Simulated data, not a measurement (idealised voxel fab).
The following is a process module called voxel spacer lines.
Cross-section cut: width 265 nm, square cells of 5 nm.
Heads up, the way a cross-section reads in here is a grid of square cells, handed over as bands from the top down, with every band being one or more rows of cells.
In this notation a band is specified by the heights of its top and bottom, in that order and in nm, after which its materials appear from left to right, each paired with its width in nm. The word "everywhere" attached to a single material means that material fills the band from edge to edge; the word "empty" stands for empty space.
The reference from which all heights are counted is 0, the level beneath which the as-received wafer is entirely one material; the lowest band, having no lower bound, proceeds downward and is written after the example "0 down".
You'd read "30 to 40" like this: the band's top row of cells is as wide as the first number, its bottom row is as wide as the second, and going down, every row changes width by the same amount as the row before did.
"nothing was modified" -> step changed no cross-section cell.
Enclosed voids (no open way to top), threshold 8 cells or more, entry "Entrapped voids", notation width x height at distance, distance from left edge, nm.
The remark found on a step's line after its settings is issued by the simulator itself and pertains to that step.
A step's line can hold "overlay nm"; with a mask on that step, the setting says how far right of the planned place the mask lay, while a negative setting says it lay to the left.

[The steps planned for the process are as follows]
1. RECEIVE, material Si
2. CONFORMAL_DEP, material Al2O3, thk nm 10
3. DIRECTIONAL_DEP, material W, thk nm 10
4. DIRECTIONAL_DEP, material polySi, thk nm 25
5. PATTERN, tone cover, mask id MANDREL, material resist, width nm 20, pitch nm 70, thk nm 30, overlay nm 0
6. DIRECTIONAL_ETCH, etch materials polySi, depth nm 25
7. STRIP, etch materials resist
8. CONFORMAL_DEP, material SiO2, thk nm 15
9. DIRECTIONAL_ETCH, etch materials SiO2, depth nm 15
10. STRIP, etch materials polySi
11. DIRECTIONAL_ETCH, etch materials W, depth nm 10
12. STRIP, etch materials SiO2

[first wafer, as planned]

[Cross-section of the wafer upon arrival, representing the state reached after step 1]
  0 down | Si everywhere
  Entrapped voids: none

[State of the wafer after step 2, shown in cross-section]
  10 to 0 | Al2O3 everywhere
  Beneath the level 0, the cross-section is identical to its previous state.

[State of the wafer after step 3, shown in cross-section]
  20 to 10 | W everywhere
  Beneath the level 10, the cross-section is identical to its previous state.

[State of the wafer after step 4, shown in cross-section]
  45 to 20 | polySi everywhere
  Beneath the level 20, the cross-section is identical to its previous state.

[State of the wafer after step 5, shown in cross-section]
  75 to 45 | empty (85); resist (20); empty (50); resist (20); empty (90)
  Beneath the level 45, the cross-section is identical to its previous state.

[State of the wafer after step 6, shown in cross-section]
  75 to 45 | empty (85); resist (20); empty (50); resist (20); empty (90)
  45 to 20 | empty (85); polySi (20); empty (50); polySi (20); empty (90)
  Beneath the level 20, the cross-section is identical to its previous state.

[State of the wafer after step 7, shown in cross-section]
  45 to 20 | empty (85); polySi (20); empty (50); polySi (20); empty (90)
  Beneath the level 20, the cross-section is identical to its previous state.

[State of the wafer after step 8, shown in cross-section]
  60 to 45 | empty (70); SiO2 (50); empty (20); SiO2 (50); empty (75)
  45 to 35 | empty (70); SiO2 (15); polySi (20); SiO2 (15); empty (20); SiO2 (15); polySi (20); SiO2 (15); empty (75)
  35 to 20 | SiO2 (85); polySi (20); SiO2 (50); polySi (20); SiO2 (90)
  Beneath the level 20, the cross-section is identical to its previous state.

[State of the wafer after step 9, shown in cross-section]
  45 to 20 | empty (70); SiO2 (15); polySi (20); SiO2 (15); empty (20); SiO2 (15); polySi (20); SiO2 (15); empty (75)
  Beneath the level 20, the cross-section is identical to its previous state.

[State of the wafer after step 10, shown in cross-section]
  45 to 20 | empty (70); SiO2 (15); empty (20); SiO2 (15); empty (20); SiO2 (15); empty (20); SiO2 (15); empty (75)
  Beneath the level 20, the cross-section is identical to its previous state.

[State of the wafer after step 11, shown in cross-section]
  45 to 20 | empty (70); SiO2 (15); empty (20); SiO2 (15); empty (20); SiO2 (15); empty (20); SiO2 (15); empty (75)
  20 to 10 | empty (70); W (15); empty (20); W (15); empty (20); W (15); empty (20); W (15); empty (75)
  Beneath the level 10, the cross-section is identical to its previous state.

[State of the wafer after step 12, shown in cross-section]
  20 to 10 | empty (70); W (15); empty (20); W (15); empty (20); W (15); empty (20); W (15); empty (75)
  Beneath the level 10, the cross-section is identical to its previous state.

[Second wafer: same start and same plan as the first, one execution error; identical to the first through step 4]

[Planned end of step 5: second wafer, cross-section]
  75 to 45 | empty (80); resist (20); empty (50); resist (20); empty (95)
  Beneath the level 45, the cross-section is identical to its previous state.

[Planned end of step 6: second wafer, cross-section]
  75 to 45 | empty (80); resist (20); empty (50); resist (20); empty (95)
  45 to 20 | empty (80); polySi (20); empty (50); polySi (20); empty (95)
  Beneath the level 20, the cross-section is identical to its previous state.

[Planned end of step 7: second wafer, cross-section]
  45 to 20 | empty (80); polySi (20); empty (50); polySi (20); empty (95)
  Beneath the level 20, the cross-section is identical to its previous state.

[Planned end of step 8: second wafer, cross-section]
  60 to 45 | empty (65); SiO2 (50); empty (20); SiO2 (50); empty (80)
  45 to 35 | empty (65); SiO2 (15); polySi (20); SiO2 (15); empty (20); SiO2 (15); polySi (20); SiO2 (15); empty (80)
  35 to 20 | SiO2 (80); polySi (20); SiO2 (50); polySi (20); SiO2 (95)
  Beneath the level 20, the cross-section is identical to its previous state.

[Planned end of step 9: second wafer, cross-section]
  45 to 20 | empty (65); SiO2 (15); polySi (20); SiO2 (15); empty (20); SiO2 (15); polySi (20); SiO2 (15); empty (80)
  Beneath the level 20, the cross-section is identical to its previous state.

[Planned end of step 10: second wafer, cross-section]
  45 to 20 | empty (65); SiO2 (15); empty (20); SiO2 (15); empty (20); SiO2 (15); empty (20); SiO2 (15); empty (80)
  Beneath the level 20, the cross-section is identical to its previous state.

[Planned end of step 11: second wafer, cross-section]
  45 to 20 | empty (65); SiO2 (15); empty (20); SiO2 (15); empty (20); SiO2 (15); empty (20); SiO2 (15); empty (80)
  20 to 10 | empty (65); W (15); empty (20); W (15); empty (20); W (15); empty (20); W (15); empty (80)
  Beneath the level 10, the cross-section is identical to its previous state.

[Planned end of step 12: second wafer, cross-section]
  20 to 10 | empty (65); W (15); empty (20); W (15); empty (20); W (15); empty (20); W (15); empty (80)
  Beneath the level 10, the cross-section is identical to its previous state.
The mistake made against the process plan was this: step 5 did not happen as planned, as run it was PATTERN, tone cover, mask id MANDREL, material resist, width nm 20, pitch nm 70, thk nm 30, overlay nm -5
The two final wafers agree on how many cells each material fills and disagree on which cells those are.
